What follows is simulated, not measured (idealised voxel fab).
The process module presented herein is designated voxel self aligned vias.
Each square cell in cross-section cut measures 5 nm, and the section as a whole is 275 nm wide.
Think of the cross-section as a grid of square cells. We describe it in bands, top to bottom, and each band covers one or more rows of those cells. Top height, bottom height, nm. Materials left to right, width each, nm. Single material + "everywhere" = fills band edge to edge. "air" = empty. Heights are reckoned from 0. Under this level, the received wafer is all of one material. The bottommost band is open-ended downward, for example "from 0 down". A width given as "30->40" starts at the first number in the band's top row and ends at the second number in its bottom row, shifting by an equal amount at every step from row to row. You'll sometimes find "nothing different" written for a step, and that's the way of saying that nowhere in the cross-section did a cell change during that step. Reported under the label "Closed void register" are the empty spaces having no open way to the top and comprising 8 cells or more; the notation for each is width x height at distance, in which the distance is measured from the left edge and all three values are in nm. It should be noted that, on the line of a given step, the content following the step's settings is a remark produced by the simulator itself with respect to that step. overlay nm: how far to the right of its planned place the mask lay on this masked step (negative: to the left).

[Set out below are the planned steps of the process]
1,RECEIVE: material Si
2,CONFORMAL_DEP: material SiO2, thk nm 15
3,CONFORMAL_DEP: material SiCN, thk nm 5
4,DIRECTIONAL_DEP: material lowk, thk nm 30
5,DIRECTIONAL_DEP: material aC, thk nm 15
6,PATTERN: tone open, mask id LINES, material resist, width nm 20, pitch nm 60, thk nm 35, overlay nm 0
7,DIRECTIONAL_ETCH: etch materials aC, depth nm 15
8,STRIP: etch materials resist
9,DIRECTIONAL_ETCH: etch materials lowk, depth nm 30
10,STRIP: etch materials aC
11,CONFORMAL_DEP: material TiN, thk nm 5
12,FILL_DEP: material W, thk nm 10
13,CMP: height nm 50
14,SELECTIVE_ETCH: etch materials W Ru TiN, depth nm 5
15,FILL_DEP: material SiN, thk nm 5
16,CMP: height nm 50
17,DIRECTIONAL_DEP: material lowk, thk nm 20
18,MASKED_ETCH: tone open, mask id VIAS, width nm 30, pitch nm 60, etch materials lowk, depth nm 20, overlay nm 0
19,MASKED_ETCH: tone open, mask id VIAS, width nm 30, pitch nm 60, etch materials SiN, depth nm 5, overlay nm 0
20,CONFORMAL_DEP: material TiN, thk nm 5
21,FILL_DEP: material Cu, thk nm 10
22,CMP: height nm 70
23,CONFORMAL_DEP: material SiN, thk nm 5

[Cross-sectional view of the wafer in its as-received condition, corresponding to the state after step 1]
* from 0 down: Si everywhere
* Closed void register: none

[Wafer at module end, in section. Began as above, planned as above, run with one mistake]
* from 90 to 85: SiN everywhere
* from 85 to 75: Cu everywhere
* from 75 to 70: TiN=65, then Cu=20, then TiN=40, then Cu=20, then TiN=40, then Cu=20, then TiN=70
* from 70 to 55: lowk=60, then TiN=5, then Cu=20, then TiN=5, then lowk=30, then TiN=5, then Cu=20, then TiN=5, then lowk=30, then TiN=5, then Cu=20, then TiN=5, then lowk=65
* from 55 to 50: lowk=60, then TiN=10, then Cu=10, then TiN=10, then lowk=30, then TiN=10, then Cu=10, then TiN=10, then lowk=30, then TiN=10, then Cu=10, then TiN=10, then lowk=65
* from 50 to 45: lowk=65, then TiN=20, then lowk=40, then TiN=20, then lowk=40, then TiN=20, then lowk=70
* from 45 to 25: lowk=65, then TiN=5, then W=10, then TiN=5, then lowk=40, then TiN=5, then W=10, then TiN=5, then lowk=40, then TiN=5, then W=10, then TiN=5, then lowk=70
* from 25 to 20: lowk=65, then TiN=20, then lowk=40, then TiN=20, then lowk=40, then TiN=20, then lowk=70
* from 20 to 15: SiCN everywhere
* from 15 to 0: SiO2 everywhere
* from 0 down: Si everywhere
* Closed void register: none
The mistake made against the process plan was this: step 22 of the plan was jumped over and never run
